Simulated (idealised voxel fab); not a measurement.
Title: Process Module voxel plated lines
Cross-section cut spans 180 nm and uses square cells 5 nm in size.
This document writes a cross-section as a grid whose cells are square, and gives it as bands, listed from the top down; one or more rows of cells form a band.
Heights first: top, then bottom, in nm. Then materials, left to right, each with a width in nm. "throughout" on a single material: fills the band edge to edge. "blank": empty space.
It should be noted that heights are counted from 0, beneath which the wafer as supplied is of one material throughout, and that the lowest band possesses no lower boundary but continues downward, as written in "0 down".
Quick explanation for "30->40": the width changes in equal steps down the rows of cells, from the first number in the band's top row to the second number in its bottom row.
Step note "no modifications" = no cross-section cell changed.
In the "Enclosed void catalog" entry, you get each enclosed empty space of 8 cells or more, one with no open way to the top, written width x height at distance, distance from the left edge, in nm.
Step line, after settings: the simulator's comment on this step.
What "overlay nm" on a step's line means: if the step has a mask, that mask lay this far to the right of its planned place, or, when the value is negative, to the left.
-- Process steps foreseen in the plan
1. RECEIVE (material Si)
2. CONFORMAL_DEP (material Al2O3; thk nm 5)
3. DIRECTIONAL_DEP (material TiN; thk nm 5)
4. PATTERN (tone open; mask id LINES; material resist; width nm 15; pitch nm 35; thk nm 40; overlay nm -15)
5. EPI (material Ru; thk nm 10)
6. EPI (material Ru; thk nm 5)
7. EPI (material Ru; thk nm 5)
8. STRIP (etch materials resist)
9. DIRECTIONAL_ETCH (etch materials TiN; depth nm 5)
10. CONFORMAL_DEP (material SiCN; thk nm 10)
Heads up: all these wafers start the same, and what changes between them is the overlay nm in step 4. The value you see in the plan is just what the first wafer got.
-- First of several wafers (as received, post step 1), cross-sectional view
  0 down: Si throughout
  Enclosed void catalog: none
-- Cross-sectional representation of the first of several wafers at the end of the module, i.e. after its terminal step, step 10
  40 to 30: blank 40 nm; SiCN 70 nm; blank 70 nm
  30 to 15: blank 40 nm; SiCN 10 nm; Ru 15 nm; SiCN 20 nm; Ru 15 nm; SiCN 10 nm; blank 70 nm
  15 to 10: SiCN 50 nm; Ru 15 nm; SiCN 20 nm; Ru 15 nm; SiCN 80 nm
  10 to 5: SiCN 50 nm; TiN 15 nm; SiCN 20 nm; TiN 15 nm; SiCN 80 nm
  5 to 0: Al2O3 throughout
  0 down: Si throughout
  Enclosed void catalog: none
-- Last wafer of the set, cross-sectioned at end of module
  40 to 30: blank 70 nm; SiCN 70 nm; blank 40 nm
  30 to 15: blank 70 nm; SiCN 10 nm; Ru 15 nm; SiCN 20 nm; Ru 15 nm; SiCN 10 nm; blank 40 nm
  15 to 10: SiCN 80 nm; Ru 15 nm; SiCN 20 nm; Ru 15 nm; SiCN 50 nm
  10 to 5: SiCN 80 nm; TiN 15 nm; SiCN 20 nm; TiN 15 nm; SiCN 50 nm
  5 to 0: Al2O3 throughout
  0 down: Si throughout
  Enclosed void catalog: none
-- What follows is a table in which each wafer occupies a row; for the wafer as it stands at the close of the module, the row states, material by material, how many cells have been gained (+) or lost (-) since receipt, and then gives its closed voids
overlay nm -15 | +36 Al2O3 | +24 Ru | +112 SiCN | +6 TiN | Enclosed void catalog: none
overlay nm -10 | +36 Al2O3 | +24 Ru | +112 SiCN | +6 TiN | Enclosed void catalog: none
overlay nm -5 | +36 Al2O3 | +24 Ru | +112 SiCN | +6 TiN | Enclosed void catalog: none
overlay nm 0 | +36 Al2O3 | +24 Ru | +112 SiCN | +6 TiN | Enclosed void catalog: none
overlay nm 5 | +36 Al2O3 | +24 Ru | +112 SiCN | +6 TiN | Enclosed void catalog: none
overlay nm 10 | +36 Al2O3 | +24 Ru | +112 SiCN | +6 TiN | Enclosed void catalog: none
overlay nm 15 | +36 Al2O3 | +24 Ru | +112 SiCN | +6 TiN | Enclosed void catalog: none
